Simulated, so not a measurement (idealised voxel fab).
voxel gate over fins: a process module
It is cross-section cut that appears here, measuring 295 nm in width, its square cells being 5 nm in size.
A cross-section in this document is a grid of square cells, and it is written down as bands, the top band listed before the ones below it; a band is made up of one or more rows of cells. Top, bottom (nm), then materials left to right with widths (nm); lone material tagged "throughout" fills the whole band edge to edge; "air" = empty space. Height datum 0, below which the as-received substrate wafer is one material. Lowest band open at the bottom, running downward: "0 down". You'd read "30..40" like this: the band's top row of cells is as wide as the first number, its bottom row is as wide as the second, and going down, every row changes width by the same amount as the row before did. For the purposes of this document, the phrase "nothing altered" attached to a step denotes that no cell within the cross-section was modified by that step. This entry, "Non-vented voids", enumerates those empty regions of no fewer than 8 cells that possess no open connection to the top. Each region is reported in the form width x height at distance, the distance being taken from the left edge, with all three quantities expressed in nm. It should be noted that, on the line of a given step, the content following the step's settings is a remark produced by the simulator itself with respect to that step. The optional step-line setting "overlay nm" applies to steps with a mask and quantifies how far to the right of its planned location the mask lay, a negative value indicating leftward placement.
**The planned process steps are enumerated hereunder**
1: RECEIVE (material Si)
2: CONFORMAL_DEP (material SiN; thk nm 10)
3: PATTERN (tone cover; mask id FINS; material resist; width nm 15; pitch nm 45; thk nm 15; overlay nm 0)
4: DIRECTIONAL_ETCH (etch materials SiN; depth nm 10)
5: DIRECTIONAL_ETCH (etch materials Si; depth nm 40)
6: STRIP (etch materials resist)
7: OXIDIZE (depth nm 5)
8: FILL_DEP (material SiO2; thk nm 15)
9: CMP (height nm 10)
10: SELECTIVE_ETCH (etch materials SiO2; depth nm 25)
11: STRIP (etch materials SiN)
12: CONFORMAL_DEP (material HfO2; thk nm 5)
13: CONFORMAL_DEP (material TiN; thk nm 5)
14: CONFORMAL_DEP (material TiAl; thk nm 5)
15: CONFORMAL_DEP (material TiN; thk nm 5)
16: FILL_DEP (material W; thk nm 15)
17: CMP (height nm 30)
18: CONFORMAL_DEP (material SiCN; thk nm 5)
Variable across wafers: step 14 thk nm (plan value is that of the first wafer; starting state common to all).
**The first of several wafers, as received after step 1, seen in section**
> 0 down | Si throughout
> Non-vented voids: none
**first wafer at the end, after step 18**
> 35 to 30 | SiCN throughout
> 30 to 20 | W throughout
> 20 to 15 | W 55 nm / TiN 180 nm / W 60 nm
> 15 to 10 | W 55 nm / TiN 5 nm / TiAl 35 nm / TiN 10 nm / TiAl 35 nm / TiN 10 nm / TiAl 35 nm / TiN 10 nm / TiAl 35 nm / TiN 5 nm / W 60 nm
> 10 to 5 | W 55 nm / TiN 5 nm / TiAl 5 nm / TiN 25 nm / TiAl 5 nm / TiN 10 nm / TiAl 5 nm / TiN 25 nm / TiAl 5 nm / TiN 10 nm / TiAl 5 nm / TiN 25 nm / TiAl 5 nm / TiN 10 nm / TiAl 5 nm / TiN 25 nm / TiAl 5 nm / TiN 5 nm / W 60 nm
> 5 to 0 | TiN 60 nm / TiAl 5 nm / TiN 5 nm / HfO2 15 nm / TiN 5 nm / TiAl 5 nm / TiN 10 nm / TiAl 5 nm / TiN 5 nm / HfO2 15 nm / TiN 5 nm / TiAl 5 nm / TiN 10 nm / TiAl 5 nm / TiN 5 nm / HfO2 15 nm / TiN 5 nm / TiAl 5 nm / TiN 10 nm / TiAl 5 nm / TiN 5 nm / HfO2 15 nm / TiN 5 nm / TiAl 5 nm / TiN 65 nm
> 0 to -5 | TiAl 65 nm / TiN 5 nm / HfO2 5 nm / Si 5 nm / HfO2 5 nm / TiN 5 nm / TiAl 20 nm / TiN 5 nm / HfO2 5 nm / Si 5 nm / HfO2 5 nm / TiN 5 nm / TiAl 20 nm / TiN 5 nm / HfO2 5 nm / Si 5 nm / HfO2 5 nm / TiN 5 nm / TiAl 20 nm / TiN 5 nm / HfO2 5 nm / Si 5 nm / HfO2 5 nm / TiN 5 nm / TiAl 70 nm
> -5 to -10 | TiN 70 nm / HfO2 5 nm / Si 5 nm / HfO2 5 nm / TiN 30 nm / HfO2 5 nm / Si 5 nm / HfO2 5 nm / TiN 30 nm / HfO2 5 nm / Si 5 nm / HfO2 5 nm / TiN 30 nm / HfO2 5 nm / Si 5 nm / HfO2 5 nm / TiN 75 nm
> -10 to -15 | HfO2 75 nm / Si 5 nm / HfO2 40 nm / Si 5 nm / HfO2 40 nm / Si 5 nm / HfO2 40 nm / Si 5 nm / HfO2 80 nm
> -15 to -45 | SiO2 75 nm / Si 5 nm / SiO2 40 nm / Si 5 nm / SiO2 40 nm / Si 5 nm / SiO2 40 nm / Si 5 nm / SiO2 80 nm
> -45 down | Si throughout
> Non-vented voids: none
**Wafer cross-section (last wafer, module end)**
> 35 to 30 | SiCN throughout
> 30 to 20 | W 40 nm / TiN 5 nm / TiAl 200 nm / TiN 5 nm / W 45 nm
> 20 to 15 | TiN 45 nm / TiAl 200 nm / TiN 50 nm
> 15 to 10 | TiAl throughout
> 10 to 5 | TiAl 65 nm / TiN 25 nm / TiAl 20 nm / TiN 25 nm / TiAl 20 nm / TiN 25 nm / TiAl 20 nm / TiN 25 nm / TiAl 70 nm
> 5 to 0 | TiAl 65 nm / TiN 5 nm / HfO2 15 nm / TiN 5 nm / TiAl 20 nm / TiN 5 nm / HfO2 15 nm / TiN 5 nm / TiAl 20 nm / TiN 5 nm / HfO2 15 nm / TiN 5 nm / TiAl 20 nm / TiN 5 nm / HfO2 15 nm / TiN 5 nm / TiAl 70 nm
> 0 to -5 | TiAl 65 nm / TiN 5 nm / HfO2 5 nm / Si 5 nm / HfO2 5 nm / TiN 5 nm / TiAl 20 nm / TiN 5 nm / HfO2 5 nm / Si 5 nm / HfO2 5 nm / TiN 5 nm / TiAl 20 nm / TiN 5 nm / HfO2 5 nm / Si 5 nm / HfO2 5 nm / TiN 5 nm / TiAl 20 nm / TiN 5 nm / HfO2 5 nm / Si 5 nm / HfO2 5 nm / TiN 5 nm / TiAl 70 nm
> -5 to -10 | TiN 70 nm / HfO2 5 nm / Si 5 nm / HfO2 5 nm / TiN 30 nm / HfO2 5 nm / Si 5 nm / HfO2 5 nm / TiN 30 nm / HfO2 5 nm / Si 5 nm / HfO2 5 nm / TiN 30 nm / HfO2 5 nm / Si 5 nm / HfO2 5 nm / TiN 75 nm
> -10 to -15 | HfO2 75 nm / Si 5 nm / HfO2 40 nm / Si 5 nm / HfO2 40 nm / Si 5 nm / HfO2 40 nm / Si 5 nm / HfO2 80 nm
> -15 to -45 | SiO2 75 nm / Si 5 nm / SiO2 40 nm / Si 5 nm / SiO2 40 nm / Si 5 nm / SiO2 40 nm / Si 5 nm / SiO2 80 nm
> -45 down | Si throughout
> Non-vented voids: none
**each wafer at the end: cells of each material gained (+) or lost (-) since it was received, then its closed voids**
thk nm 5; +83 HfO2; -495 Si; +59 SiCN; +330 SiO2; +83 TiAl; +166 TiN; +187 W; Non-vented voids: none
thk nm 10; +83 HfO2; -495 Si; +59 SiCN; +330 SiO2; +166 TiAl; +148 TiN; +122 W; Non-vented voids: none
thk nm 15; +83 HfO2; -495 Si; +59 SiCN; +330 SiO2; +231 TiAl; +148 TiN; +57 W; Non-vented voids: none
thk nm 20; +83 HfO2; -495 Si; +59 SiCN; +330 SiO2; +296 TiAl; +106 TiN; +34 W; Non-vented voids: none
